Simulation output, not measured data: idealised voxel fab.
Process module in this document: voxel transistor to metal
The width of the displayed cross-section, cut, is 180 nm; its cells are square, with a size of 5 nm.
Cross-section, as written here: a square-cell grid given band by band from the top down, where a band holds one or more rows of cells.
Band entry format. Leading values: height of top, height of bottom, nm. Remainder: materials in left-to-right order, each with its width in nm. Special words: "edge to edge" on a single material, which then fills the band edge to edge; "air", empty space.
Heights from 0 (as-received wafer is one material below). Bottom band endless downward, as "0 -> down".
The width entry "30->40" should be interpreted row by row: the top row of cells in the band takes the first number, the bottom row takes the second number, and the change between adjacent rows is uniform throughout.
"stayed the same", as given for a step, is the statement that not any cell of the cross-section underwent a change during that step.
Empty spaces counting at least 8 cells and having no open way to the top are listed in "Voids, fully enclosed". The notation width x height at distance is used for each, the distance being from the left edge and all three values in nm.
Step line, after settings: the simulator's comment on this step.
"overlay nm" answers the question of how far to the right of plan the mask lay on a step that has a mask, and when it is negative the answer is to the left.
These are the steps we planned for the process
1. RECEIVE with material Si
2. OXIDIZE with depth nm 5
3. CONFORMAL_DEP with material SiN, thk nm 10
4. DIRECTIONAL_DEP with material aC, thk nm 15
5. PATTERN with tone cover, mask id ACTIVE, material resist, width nm 125, thk nm 35, overlay nm 0
6. DIRECTIONAL_ETCH with etch materials aC, depth nm 15
7. STRIP with etch materials resist
8. DIRECTIONAL_ETCH with etch materials SiN, depth nm 10
9. DIRECTIONAL_ETCH with etch materials SiO2, depth nm 5
10. DIRECTIONAL_ETCH with etch materials Si, depth nm 35
11. STRIP with etch materials aC
12. OXIDIZE with depth nm 5
13. FILL_DEP with material SiO2, thk nm 5
14. CMP with height nm 10
15. SELECTIVE_ETCH with etch materials SiO2, depth nm 5
16. STRIP with etch materials SiN
17. SELECTIVE_ETCH with etch materials SiO2, depth nm 5
18. OXIDIZE with depth nm 5
19. DIRECTIONAL_DEP with material polySi, thk nm 25
20. DIRECTIONAL_DEP with material SiCN, thk nm 15
21. DIRECTIONAL_DEP with material aC, thk nm 10
22. PATTERN with tone cover, mask id GATE, material resist, width nm 35, thk nm 30, overlay nm 0
23. DIRECTIONAL_ETCH with etch materials aC, depth nm 10
24. STRIP with etch materials resist
25. DIRECTIONAL_ETCH with etch materials SiCN, depth nm 25
26. DIRECTIONAL_ETCH with etch materials polySi, depth nm 35
27. STRIP with etch materials aC
28. CONFORMAL_DEP with material SiN, thk nm 5
29. DIRECTIONAL_ETCH with etch materials SiN, depth nm 5
30. DIRECTIONAL_ETCH with etch materials SiO2, depth nm 5
31. DIRECTIONAL_ETCH with etch materials Si, depth nm 5
32. EPI with material pSi, thk nm 10
33. FILL_DEP with material SiO2, thk nm 10
34. CMP with height nm 20
35. STRIP with etch materials polySi
36. SELECTIVE_ETCH with etch materials SiO2, depth nm 5
37. CONFORMAL_DEP with material HfO2, thk nm 5
38. CONFORMAL_DEP with material TiN, thk nm 5
39. FILL_DEP with material W, thk nm 10
40. CMP with height nm 15
41. DIRECTIONAL_DEP with material SiO2, thk nm 10
42. MASKED_ETCH with tone open, mask id CONTACT, width nm 15, pitch nm 90, etch materials SiO2, depth nm 30, overlay nm 0
43. CONFORMAL_DEP with material TiN, thk nm 5
44. FILL_DEP with material W, thk nm 5
45. CMP with height nm 25
46. CONFORMAL_DEP with material SiN, thk nm 5
47. DIRECTIONAL_DEP with material lowk, thk nm 20
48. PATTERN with tone open, mask id METAL_1, material resist, width nm 15, pitch nm 90, thk nm 15, overlay nm 0
49. DIRECTIONAL_ETCH with etch materials lowk, depth nm 20
50. DIRECTIONAL_ETCH with etch materials SiN, depth nm 5
51. STRIP with etch materials resist
52. CONFORMAL_DEP with material TiN, thk nm 5
53. FILL_DEP with material Cu, thk nm 5
54. CMP with height nm 50
55. EPI with material Ru, thk nm 5
56. FILL_DEP with material SiCN, thk nm 5
Cross-section, incoming material, after step 1
	0 -> down  Si edge to edge
	Voids, fully enclosed: none
Final wafer profile in cross-section after the module, from the same start and plan as above, with one mistake made during processing
	60 -> 55  SiCN edge to edge
	55 -> 50  SiCN=30  Ru=25  SiCN=65  Ru=25  SiCN=35
	50 -> 30  lowk=35  TiN=5  Cu=5  TiN=5  lowk=75  TiN=5  Cu=5  TiN=5  lowk=40
	30 -> 25  SiN=35  TiN=15  SiN=75  TiN=15  SiN=40
	25 -> 15  SiO2=35  TiN=5  W=5  TiN=5  SiO2=75  TiN=5  W=5  TiN=5  SiO2=40
	15 -> 0  SiO2=35  TiN=5  W=5  TiN=5  SiO2=15  SiN=5  HfO2=5  TiN=5  W=15  TiN=5  HfO2=5  SiN=5  SiO2=15  TiN=5  W=5  TiN=5  SiO2=40
	0 -> -5  SiO2=25  SiN=5  SiO2=5  TiN=15  SiO2=5  pSi=10  SiN=5  HfO2=5  TiN=25  HfO2=5  SiN=5  pSi=10  SiO2=5  TiN=15  SiO2=15  SiN=5  SiO2=20
	-5 -> -10  SiO2=30  pSi=35  HfO2=45  pSi=45  SiO2=25
	-10 -> -15  SiO2=35  pSi=30  Si=45  pSi=40  SiO2=30
	-15 -> -45  SiO2=35  Si=115  SiO2=30
	-45 -> down  Si edge to edge
	Voids, fully enclosed: none
Deviation noted in wafer processing: it should be noted that step 5 was executed with settings other than those planned, the operation and settings actually applied being PATTERN with tone cover, mask id ACTIVE, material resist, width nm 125, thk nm 35, overlay nm 5
